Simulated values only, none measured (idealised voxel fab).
The process module presented herein is designated voxel self aligned vias.
The cross-section on display is named cut; it measures 200 nm wide, and its cells are 5 nm squares.
Cross-section layout: square cells on a grid; listed as bands, top to bottom; a band spans one or more cell rows. First you get the band's top height and its bottom height, in nm, and then the materials it's made of, left to right, with each width in nm. If you see a single material with "full width", that one covers the band edge to edge. "air" is empty space. All heights in this document are referenced to 0, defined as the level beneath which the wafer, as received, consists entirely of one material. The lowest band is not bounded below; it extends indefinitely downward and is written in the form "0..down". Read "30->40" as a graded width: first number on top, second number at the bottom, same change between each pair of neighbouring rows. "no modifications", as given for a step, is the statement that not any cell of the cross-section underwent a change during that step. This entry, "closed voids", enumerates those empty regions of no fewer than 8 cells that possess no open connection to the top. Each region is reported in the form width x height at distance, the distance being taken from the left edge, with all three quantities expressed in nm. If you see something after the settings on a step's line, that's the simulator's own remark about that step. overlay nm: on a step with a mask, how far right of its planned place the mask lay; negative means left.

[The steps planned for the process are as follows]
| 1 | RECEIVE, material Si |
| 2 | CONFORMAL_DEP, material SiO2, thk nm 15 |
| 3 | CONFORMAL_DEP, material SiCN, thk nm 5 |
| 4 | DIRECTIONAL_DEP, material SiO2, thk nm 20 |
| 5 | DIRECTIONAL_DEP, material aC, thk nm 10 |
| 6 | PATTERN, tone open, mask id LINES, material resist, width nm 20, pitch nm 65, thk nm 25, overlay nm 0 |
| 7 | DIRECTIONAL_ETCH, etch materials aC, depth nm 10 |
| 8 | STRIP, etch materials resist |
| 9 | DIRECTIONAL_ETCH, etch materials SiO2, depth nm 20 |
| 10 | STRIP, etch materials aC |
| 11 | CONFORMAL_DEP, material TiN, thk nm 5 |
| 12 | FILL_DEP, material Ru, thk nm 5 |
| 13 | CMP, height nm 40 |
| 14 | SELECTIVE_ETCH, etch materials W Ru TiN, depth nm 10 |
| 15 | FILL_DEP, material SiN, thk nm 5 |
| 16 | CMP, height nm 40 |
| 17 | DIRECTIONAL_DEP, material SiO2, thk nm 20 |
| 18 | PATTERN, tone open, mask id VIAS, material resist, width nm 40, pitch nm 65, thk nm 20, overlay nm 0 |
| 19 | DIRECTIONAL_ETCH, etch materials SiO2, depth nm 20 |
| 20 | DIRECTIONAL_ETCH, etch materials SiN, depth nm 10 |
| 21 | STRIP, etch materials resist |
| 22 | CONFORMAL_DEP, material TiN, thk nm 5 |
| 23 | FILL_DEP, material W, thk nm 10 |
| 24 | CMP, height nm 60 |
| 25 | CONFORMAL_DEP, material SiN, thk nm 5 |

[First of two wafers: run as planned]

[This is the cross-section of the wafer as we received it, i.e. after step 1]
	0..down = Si full width
	closed voids: none

[Step 2 complete: cross-section through the wafer]
	15..0 = SiO2 full width
	At heights below 0, the structure remains unaltered.

[Step 3 complete: cross-section through the wafer]
	20..15 = SiCN full width
	At heights below 15, the structure remains unaltered.

[Step 4 complete: cross-section through the wafer]
	40..20 = SiO2 full width
	At heights below 20, the structure remains unaltered.

[Step 5 complete: cross-section through the wafer]
	50..40 = aC full width
	At heights below 40, the structure remains unaltered.

[Step 6 complete: cross-section through the wafer]
	75..50 = 55 of resist | 20 of air | 45 of resist | 20 of air | 60 of resist
	At heights below 50, the structure remains unaltered.

[Step 7 complete: cross-section through the wafer]
	65..50 = 55 of resist | 20 of air | 45 of resist | 20 of air | 60 of resist
	50..40 = 55 of aC | 20 of air | 45 of aC | 20 of air | 60 of aC
	At heights below 40, the structure remains unaltered.

[Step 8 complete: cross-section through the wafer]
	50..40 = 55 of aC | 20 of air | 45 of aC | 20 of air | 60 of aC
	At heights below 40, the structure remains unaltered.

[Step 9 complete: cross-section through the wafer]
	50..40 = 55 of aC | 20 of air | 45 of aC | 20 of air | 60 of aC
	40..20 = 55 of SiO2 | 20 of air | 45 of SiO2 | 20 of air | 60 of SiO2
	At heights below 20, the structure remains unaltered.

[Step 10 complete: cross-section through the wafer]
	40..20 = 55 of SiO2 | 20 of air | 45 of SiO2 | 20 of air | 60 of SiO2
	At heights below 20, the structure remains unaltered.

[Step 11 complete: cross-section through the wafer]
	45..40 = 60 of TiN | 10 of air | 55 of TiN | 10 of air | 65 of TiN
	40..25 = 55 of SiO2 | 5 of TiN | 10 of air | 5 of TiN | 45 of SiO2 | 5 of TiN | 10 of air | 5 of TiN | 60 of SiO2
	25..20 = 55 of SiO2 | 20 of TiN | 45 of SiO2 | 20 of TiN | 60 of SiO2
	At heights below 20, the structure remains unaltered.

[Step 12 complete: cross-section through the wafer]
	50..45 = Ru full width
	45..40 = 60 of TiN | 10 of Ru | 55 of TiN | 10 of Ru | 65 of TiN
	40..25 = 55 of SiO2 | 5 of TiN | 10 of Ru | 5 of TiN | 45 of SiO2 | 5 of TiN | 10 of Ru | 5 of TiN | 60 of SiO2
	At heights below 25, the structure remains unaltered.

[Step 13 complete: cross-section through the wafer]
	40..25 = 55 of SiO2 | 5 of TiN | 10 of Ru | 5 of TiN | 45 of SiO2 | 5 of TiN | 10 of Ru | 5 of TiN | 60 of SiO2
	At heights below 25, the structure remains unaltered.

[Step 14 complete: cross-section through the wafer]
	40..30 = 55 of SiO2 | 20 of air | 45 of SiO2 | 20 of air | 60 of SiO2
	At heights below 30, the structure remains unaltered.

[Step 15 complete: cross-section through the wafer]
	45..40 = SiN full width
	40..30 = 55 of SiO2 | 20 of SiN | 45 of SiO2 | 20 of SiN | 60 of SiO2
	At heights below 30, the structure remains unaltered.

[Step 16 complete: cross-section through the wafer]
	40..30 = 55 of SiO2 | 20 of SiN | 45 of SiO2 | 20 of SiN | 60 of SiO2
	At heights below 30, the structure remains unaltered.

[Step 17 complete: cross-section through the wafer]
	60..40 = SiO2 full width
	At heights below 40, the structure remains unaltered.

[Step 18 complete: cross-section through the wafer]
	80..60 = 45 of resist | 40 of air | 25 of resist | 40 of air | 50 of resist
	At heights below 60, the structure remains unaltered.

[Step 19 complete: cross-section through the wafer]
	80..60 = 45 of resist | 40 of air | 25 of resist | 40 of air | 50 of resist
	60..40 = 45 of SiO2 | 40 of air | 25 of SiO2 | 40 of air | 50 of SiO2
	At heights below 40, the structure remains unaltered.

[Step 20 complete: cross-section through the wafer]
	80..60 = 45 of resist | 40 of air | 25 of resist | 40 of air | 50 of resist
	60..40 = 45 of SiO2 | 40 of air | 25 of SiO2 | 40 of air | 50 of SiO2
	40..30 = 55 of SiO2 | 20 of air | 45 of SiO2 | 20 of air | 60 of SiO2
	At heights below 30, the structure remains unaltered.

[Step 21 complete: cross-section through the wafer]
	60..40 = 45 of SiO2 | 40 of air | 25 of SiO2 | 40 of air | 50 of SiO2
	At heights below 40, the structure remains unaltered.

[Step 22 complete: cross-section through the wafer]
	65..60 = 50 of TiN | 30 of air | 35 of TiN | 30 of air | 55 of TiN
	60..45 = 45 of SiO2 | 5 of TiN | 30 of air | 5 of TiN | 25 of SiO2 | 5 of TiN | 30 of air | 5 of TiN | 50 of SiO2
	45..35 = 45->55 of SiO2 | 15->5 of TiN | 10 of air | 15->5 of TiN | 25->45 of SiO2 | 15->5 of TiN | 10 of air | 15->5 of TiN | 50->60 of SiO2
	35..30 = 55 of SiO2 | 20 of TiN | 45 of SiO2 | 20 of TiN | 60 of SiO2
	At heights below 30, the structure remains unaltered.

[Step 23 complete: cross-section through the wafer]
	75..65 = W full width
	65..60 = 50 of TiN | 30 of W | 35 of TiN | 30 of W | 55 of TiN
	60..45 = 45 of SiO2 | 5 of TiN | 30 of W | 5 of TiN | 25 of SiO2 | 5 of TiN | 30 of W | 5 of TiN | 50 of SiO2
	45..35 = 45->55 of SiO2 | 15->5 of TiN | 10 of W | 15->5 of TiN | 25->45 of SiO2 | 15->5 of TiN | 10 of W | 15->5 of TiN | 50->60 of SiO2
	At heights below 35, the structure remains unaltered.

[Step 24 complete: cross-section through the wafer]
	60..45 = 45 of SiO2 | 5 of TiN | 30 of W | 5 of TiN | 25 of SiO2 | 5 of TiN | 30 of W | 5 of TiN | 50 of SiO2
	At heights below 45, the structure remains unaltered.

[Step 25 complete: cross-section through the wafer]
	65..60 = SiN full width
	At heights below 60, the structure remains unaltered.

[Wafer two: like wafer one in start and plan, but with one mistake in execution; identical up to and including step 17]

[Second wafer: cross-section at the scheduled end of step 18]
	80..60 = 45 of air | 40 of resist | 25 of air | 40 of resist | 50 of air
	At heights below 60, the structure remains unaltered.

[Second wafer: cross-section at the scheduled end of step 19]
	80..60 = 45 of air | 40 of resist | 25 of air | 40 of resist | 50 of air
	60..40 = 45 of air | 40 of SiO2 | 25 of air | 40 of SiO2 | 50 of air
	At heights below 40, the structure remains unaltered.

Second wafer: cross-section at the scheduled end of step 20: no modifications

[Second wafer: cross-section at the scheduled end of step 21]
	60..40 = 45 of air | 40 of SiO2 | 25 of air | 40 of SiO2 | 50 of air
	At heights below 40, the structure remains unaltered.

[Second wafer: cross-section at the scheduled end of step 22]
	65..60 = 40 of air | 50 of TiN | 15 of air | 50 of TiN | 45 of air
	60..45 = 40 of air | 5 of TiN | 40 of SiO2 | 5 of TiN | 15 of air | 5 of TiN | 40 of SiO2 | 5 of TiN | 45 of air
	45..40 = 45 of TiN | 40 of SiO2 | 25 of TiN | 40 of SiO2 | 50 of TiN
	At heights below 40, the structure remains unaltered.

[Second wafer: cross-section at the scheduled end of step 23]
	75..65 = W full width
	65..60 = 40 of W | 50 of TiN | 15 of W | 50 of TiN | 45 of W
	60..45 = 40 of W | 5 of TiN | 40 of SiO2 | 5 of TiN | 15 of W | 5 of TiN | 40 of SiO2 | 5 of TiN | 45 of W
	At heights below 45, the structure remains unaltered.

[Second wafer: cross-section at the scheduled end of step 24]
	60..45 = 40 of W | 5 of TiN | 40 of SiO2 | 5 of TiN | 15 of W | 5 of TiN | 40 of SiO2 | 5 of TiN | 45 of W
	At heights below 45, the structure remains unaltered.

[Second wafer: cross-section at the scheduled end of step 25]
	65..60 = SiN full width
	At heights below 60, the structure remains unaltered.
Error vs. plan: step 18 was processed under conditions differing from the plan, specifically as PATTERN, tone cover, mask id VIAS, material resist, width nm 40, pitch nm 65, thk nm 20, overlay nm 0
In the final state, the cell counts of the second wafer exceed or fall short of those of the first for the following materials: SiN +16; SiO2 -32; W +16
